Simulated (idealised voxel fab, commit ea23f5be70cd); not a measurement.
process module | voxel air gaps
cross-section cut | 300 nm wide | cells 5 nm
A cross-section is a grid of square cells, given in bands from the top down. A band is one or more rows of cells.
Each band's line starts with the height of the band's top and of its bottom, in nm. Then come its materials from left to right, each with its width in nm. One material with "throughout" fills the band from edge to edge. "air" is empty space.
Height 0 is the level under which the wafer as received is all one material. The lowest band goes on downwards, as in "0 down".
A width such as "30 to 40" changes by the same amount from each row of cells to the next, from the band's top row to its bottom row.
"no change" after a step means that no cell of the cross-section changed.
closed voids: empty space of 8 cells or more with no open way to the top, each as width x height at its distance from the left edge, in nm
after a step's settings: what the simulator itself notes on the step
overlay nm, on a step with a mask: how far to the right of its planned place the mask lay; to the left if negative
plan
1 op RECEIVE | material Si
2 op CONFORMAL_DEP | material SiO2 | thk nm 10
3 op CONFORMAL_DEP | material SiN | thk nm 5
4 op DIRECTIONAL_DEP | material SiO2 | thk nm 35
5 op MASKED_ETCH | tone open | mask id LINES | width nm 15 | pitch nm 40 | etch materials SiO2 | depth nm 35 | overlay nm 0
6 op CONFORMAL_DEP | material TiN | thk nm 5
7 op FILL_DEP | material W | thk nm 10
8 op CMP | height nm 50
9 op EPI | material Ru | thk nm 10
10 op SELECTIVE_ETCH | etch materials SiO2 | depth nm 45
11 op CONFORMAL_DEP | material SiCN | thk nm 5
as received, after step 1
  0 down: Si throughout
  closed voids: none
first wafer at the end, as planned
  65 to 60: air 65 | SiCN 165 | air 70
  60 to 50: air 65 | SiCN 5 | Ru 35 | SiCN 5 | Ru 35 | SiCN 5 | Ru 35 | SiCN 5 | Ru 35 | SiCN 5 | air 70
  50 to 45: air 65 | SiCN 15 | TiN 5 | W 5 | TiN 5 | SiCN 25 | TiN 5 | W 5 | TiN 5 | SiCN 25 | TiN 5 | W 5 | TiN 5 | SiCN 25 | TiN 5 | W 5 | TiN 5 | SiCN 15 | air 70
  45 to 20: air 75 | SiCN 5 | TiN 5 | W 5 | TiN 5 | SiCN 5 | air 15 | SiCN 5 | TiN 5 | W 5 | TiN 5 | SiCN 5 | air 15 | SiCN 5 | TiN 5 | W 5 | TiN 5 | SiCN 5 | air 15 | SiCN 5 | TiN 5 | W 5 | TiN 5 | SiCN 5 | air 80
  20 to 15: SiCN 80 | TiN 15 | SiCN 25 | TiN 15 | SiCN 25 | TiN 15 | SiCN 25 | TiN 15 | SiCN 85
  15 to 10: SiN throughout
  10 to 0: SiO2 throughout
  0 down: Si throughout
  closed voids: 15 x 25 at 100; 15 x 25 at 140; 15 x 25 at 180
second wafer at the end: like start, like plan, one mistake
  75 to 60: air 55 | SiCN 185 | air 60
  60 to 50: air 55 | SiCN 15 | Ru 35 | SiCN 5 | Ru 35 | SiCN 5 | Ru 35 | SiCN 5 | Ru 35 | SiCN 15 | air 60
  50 to 45: air 55 | SiCN 25 | TiN 5 | W 5 | TiN 5 | SiCN 25 | TiN 5 | W 5 | TiN 5 | SiCN 25 | TiN 5 | W 5 | TiN 5 | SiCN 25 | TiN 5 | W 5 | TiN 5 | SiCN 25 | air 60
  45 to 35: air 55 | SiCN 25 | TiN 5 | W 5 | TiN 5 | SiCN 5 | air 15 | SiCN 5 | TiN 5 | W 5 | TiN 5 | SiCN 5 | air 15 | SiCN 5 | TiN 5 | W 5 | TiN 5 | SiCN 5 | air 15 | SiCN 5 | TiN 5 | W 5 | TiN 5 | SiCN 25 | air 60
  35 to 30: air 65 | SiCN 15 | TiN 5 | W 5 | TiN 5 | SiCN 5 | air 15 | SiCN 5 | TiN 5 | W 5 | TiN 5 | SiCN 5 | air 15 | SiCN 5 | TiN 5 | W 5 | TiN 5 | SiCN 5 | air 15 | SiCN 5 | TiN 5 | W 5 | TiN 5 | SiCN 15 | air 70
  30 to 20: SiCN 80 | TiN 5 | W 5 | TiN 5 | SiCN 5 | air 15 | SiCN 5 | TiN 5 | W 5 | TiN 5 | SiCN 5 | air 15 | SiCN 5 | TiN 5 | W 5 | TiN 5 | SiCN 5 | air 15 | SiCN 5 | TiN 5 | W 5 | TiN 5 | SiCN 85
  20 to 15: SiCN 80 | TiN 15 | SiCN 25 | TiN 15 | SiCN 25 | TiN 15 | SiCN 25 | TiN 15 | SiCN 85
  15 to 10: SiN throughout
  10 to 0: SiO2 throughout
  0 down: Si throughout
  closed voids: 15 x 25 at 100; 15 x 25 at 140; 15 x 25 at 180
what went wrong: step 11 ran as: op CONFORMAL_DEP | material SiCN | thk nm 15
at the end the second wafer has, in cells: 172 more of SiCN
